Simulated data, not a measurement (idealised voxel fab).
process module | voxel transistor to metal
cross-section cut | 295 nm wide | cells 5 nm
A cross-section is a grid of square cells, given in bands from the top down. A band is one or more rows of cells.
Each band's line starts with the height of the band's top and of its bottom, in nm. Then come its materials from left to right, each with its width in nm. One material with "throughout" fills the band from edge to edge. "air" is empty space.
Height 0 is the level under which the wafer as received is all one material. The lowest band goes on downwards, as in "0 down".
A width such as "30 to 40" changes by the same amount from each row of cells to the next, from the band's top row to its bottom row.
"no change" after a step means that no cell of the cross-section changed.
closed voids: empty space of 8 cells or more with no open way to the top, each as width x height at its distance from the left edge, in nm
after a step's settings: what the simulator itself notes on the step
overlay nm, on a step with a mask: how far to the right of its planned place the mask lay; to the left if negative
plan
1 op RECEIVE | material Si
2 op CONFORMAL_DEP | material SiO2 | thk nm 5
3 op CONFORMAL_DEP | material SiN | thk nm 10
4 op MASKED_ETCH | tone cover | mask id ACTIVE | width nm 115 | pitch nm 145 | etch materials SiN | depth nm 10 | overlay nm 0
5 op MASKED_ETCH | tone cover | mask id ACTIVE | width nm 115 | pitch nm 145 | etch materials SiO2 | depth nm 5 | overlay nm 0
6 op MASKED_ETCH | tone cover | mask id ACTIVE | width nm 115 | pitch nm 145 | etch materials Si | depth nm 30 | overlay nm 0
7 op OXIDIZE | depth nm 5
8 op FILL_DEP | material SiO2 | thk nm 5
9 op CMP | height nm 15
10 op SELECTIVE_ETCH | etch materials SiO2 | depth nm 10
11 op STRIP | etch materials SiN
12 op SELECTIVE_ETCH | etch materials SiO2 | depth nm 5
13 op OXIDIZE | depth nm 5
14 op DIRECTIONAL_DEP | material polySi | thk nm 25
15 op DIRECTIONAL_DEP | material SiCN | thk nm 15
16 op PATTERN | tone cover | mask id GATE | material resist | width nm 35 | pitch nm 145 | thk nm 15 | overlay nm 0
17 op DIRECTIONAL_ETCH | etch materials SiCN | depth nm 25
18 op DIRECTIONAL_ETCH | etch materials polySi | depth nm 35
19 op STRIP | etch materials resist
20 op CONFORMAL_DEP | material SiO2 | thk nm 5
21 op DIRECTIONAL_ETCH | etch materials SiO2 | depth nm 5
22 op CONFORMAL_DEP | material SiN | thk nm 5
23 op DIRECTIONAL_ETCH | etch materials SiN | depth nm 5
24 op DIRECTIONAL_ETCH | etch materials SiO2 | depth nm 5
25 op EPI | material pSi | thk nm 5
26 op FILL_DEP | material SiO2 | thk nm 10
27 op CMP | height nm 25
28 op STRIP | etch materials polySi
29 op SELECTIVE_ETCH | etch materials SiO2 | depth nm 5
30 op CONFORMAL_DEP | material HfO2 | thk nm 5
31 op CONFORMAL_DEP | material TiN | thk nm 5
32 op FILL_DEP | material W | thk nm 10
33 op CMP | height nm 20
34 op DIRECTIONAL_DEP | material SiO2 | thk nm 15
35 op PATTERN | tone open | mask id CONTACT | material resist | width nm 15 | thk nm 15 | overlay nm 0
36 op DIRECTIONAL_ETCH | etch materials SiO2 | depth nm 35
37 op STRIP | etch materials resist
38 op CONFORMAL_DEP | material TiN | thk nm 5
39 op FILL_DEP | material W | thk nm 5
40 op CMP | height nm 35
41 op CONFORMAL_DEP | material SiN | thk nm 5
42 op DIRECTIONAL_DEP | material lowk | thk nm 15
43 op MASKED_ETCH | tone open | mask id METAL_1 | width nm 15 | etch materials lowk | depth nm 15 | overlay nm 0
44 op MASKED_ETCH | tone open | mask id METAL_1 | width nm 15 | etch materials SiN | depth nm 5 | overlay nm 0
45 op CONFORMAL_DEP | material TiN | thk nm 5
46 op FILL_DEP | material Ru | thk nm 5
47 op CMP | height nm 55
48 op EPI | material Ru | thk nm 5
49 op FILL_DEP | material SiCN | thk nm 5
50 op DIRECTIONAL_DEP | material SiO2 | thk nm 35
51 op MASKED_ETCH | tone open | mask id METAL_2 | width nm 15 | pitch nm 145 | etch materials SiO2 | depth nm 20 | overlay nm 0
52 op PATTERN | tone open | mask id METAL_2_HOLES | material resist | width nm 15 | pitch nm 145 | thk nm 15 | overlay nm 0
53 op DIRECTIONAL_ETCH | etch materials SiO2 | depth nm 15
54 op DIRECTIONAL_ETCH | etch materials SiCN | depth nm 5
55 op STRIP | etch materials resist
56 op CONFORMAL_DEP | material TiN | thk nm 5
57 op FILL_DEP | material Cu | thk nm 10
58 op CMP | height nm 100
59 op CONFORMAL_DEP | material SiCN | thk nm 5
as received, after step 1
  0 down: Si throughout
  closed voids: none
first wafer at the end, as planned
  105 to 100: SiCN throughout
  100 to 65: SiO2 20 | TiN 5 | Cu 5 | TiN 5 | SiO2 130 | TiN 5 | Cu 5 | TiN 5 | SiO2 115
  65 to 60: SiCN 20 | TiN 15 | SiCN 130 | TiN 15 | SiCN 115
  60 to 55: SiCN 15 | Ru 25 | SiCN 65 | Ru 25 | SiCN 30 | Ru 25 | SiCN 65 | Ru 25 | SiCN 20
  55 to 40: lowk 20 | TiN 5 | Ru 5 | TiN 5 | lowk 75 | TiN 5 | Ru 5 | TiN 5 | lowk 40 | TiN 5 | Ru 5 | TiN 5 | lowk 75 | TiN 5 | Ru 5 | TiN 5 | lowk 25
  40 to 35: SiN 20 | TiN 15 | SiN 75 | TiN 15 | SiN 40 | TiN 15 | SiN 75 | TiN 15 | SiN 25
  35 to 20: SiO2 20 | TiN 5 | W 5 | TiN 5 | SiO2 75 | TiN 5 | W 5 | TiN 5 | SiO2 40 | TiN 5 | W 5 | TiN 5 | SiO2 75 | TiN 5 | W 5 | TiN 5 | SiO2 25
  20 to 5: SiO2 20 | TiN 5 | W 5 | TiN 5 | SiO2 10 | SiN 5 | HfO2 5 | TiN 5 | W 25 | TiN 5 | HfO2 5 | SiN 5 | SiO2 10 | TiN 5 | W 5 | TiN 5 | SiO2 40 | TiN 5 | W 5 | TiN 5 | SiO2 10 | SiN 5 | HfO2 5 | TiN 5 | W 25 | TiN 5 | HfO2 5 | SiN 5 | SiO2 10 | TiN 5 | W 5 | TiN 5 | SiO2 25
  5 to 0: SiO2 20 | TiN 15 | SiO2 10 | SiN 5 | HfO2 5 | TiN 35 | HfO2 5 | SiN 5 | SiO2 10 | TiN 15 | SiO2 40 | TiN 15 | SiO2 10 | SiN 5 | HfO2 5 | TiN 35 | HfO2 5 | SiN 5 | SiO2 10 | TiN 15 | SiO2 25
  0 to -5: SiO2 15 | pSi 30 | SiO2 5 | HfO2 45 | SiO2 5 | pSi 30 | SiO2 30 | pSi 30 | SiO2 5 | HfO2 45 | SiO2 5 | pSi 30 | SiO2 20
  -5 to -35: SiO2 20 | Si 105 | SiO2 40 | Si 105 | SiO2 25
  -35 down: Si throughout
  closed voids: none
second wafer at the end: like start, like plan, one mistake
  105 to 100: SiCN throughout
  100 to 65: SiO2 20 | TiN 5 | Cu 5 | TiN 5 | SiO2 130 | TiN 5 | Cu 5 | TiN 5 | SiO2 115
  65 to 60: SiCN 20 | TiN 15 | SiCN 130 | TiN 15 | SiCN 115
  60 to 55: SiCN 15 | Ru 25 | SiCN 65 | Ru 25 | SiCN 30 | Ru 25 | SiCN 65 | Ru 25 | SiCN 20
  55 to 40: lowk 20 | TiN 5 | Ru 5 | TiN 5 | lowk 75 | TiN 5 | Ru 5 | TiN 5 | lowk 40 | TiN 5 | Ru 5 | TiN 5 | lowk 75 | TiN 5 | Ru 5 | TiN 5 | lowk 25
  40 to 35: SiN 20 | TiN 15 | SiN 75 | TiN 15 | SiN 40 | TiN 15 | SiN 75 | TiN 15 | SiN 25
  35 to 30: SiO2 20 | TiN 5 | W 5 | TiN 5 | SiO2 75 | TiN 5 | W 5 | TiN 5 | SiO2 40 | TiN 5 | W 5 | TiN 5 | SiO2 75 | TiN 5 | W 5 | TiN 5 | SiO2 25
  30 to 25: SiO2 20 | TiN 15 | SiO2 75 | TiN 15 | SiO2 40 | TiN 15 | SiO2 75 | TiN 15 | SiO2 25
  25 to 20: HfO2 45 | SiN 5 | HfO2 5 | TiN 5 | W 25 | TiN 5 | HfO2 5 | SiN 5 | HfO2 90 | SiN 5 | HfO2 5 | TiN 5 | W 25 | TiN 5 | HfO2 5 | SiN 5 | HfO2 50
  20 to 5: SiO2 45 | SiN 5 | HfO2 5 | TiN 5 | W 25 | TiN 5 | HfO2 5 | SiN 5 | SiO2 90 | SiN 5 | HfO2 5 | TiN 5 | W 25 | TiN 5 | HfO2 5 | SiN 5 | SiO2 50
  5 to 0: SiO2 45 | SiN 5 | HfO2 5 | TiN 35 | HfO2 5 | SiN 5 | SiO2 90 | SiN 5 | HfO2 5 | TiN 35 | HfO2 5 | SiN 5 | SiO2 50
  0 to -5: SiO2 15 | pSi 30 | SiO2 5 | HfO2 45 | SiO2 5 | pSi 30 | SiO2 30 | pSi 30 | SiO2 5 | HfO2 45 | SiO2 5 | pSi 30 | SiO2 20
  -5 to -35: SiO2 20 | Si 105 | SiO2 40 | Si 105 | SiO2 25
  -35 down: Si throughout
  closed voids: none
what went wrong: step 33 ran as: op CMP | height nm 25
at the end the second wafer has, in cells: 41 more of HfO2 | 4 more of SiN | 1 more of SiO2 | 36 fewer of TiN | 10 fewer of W
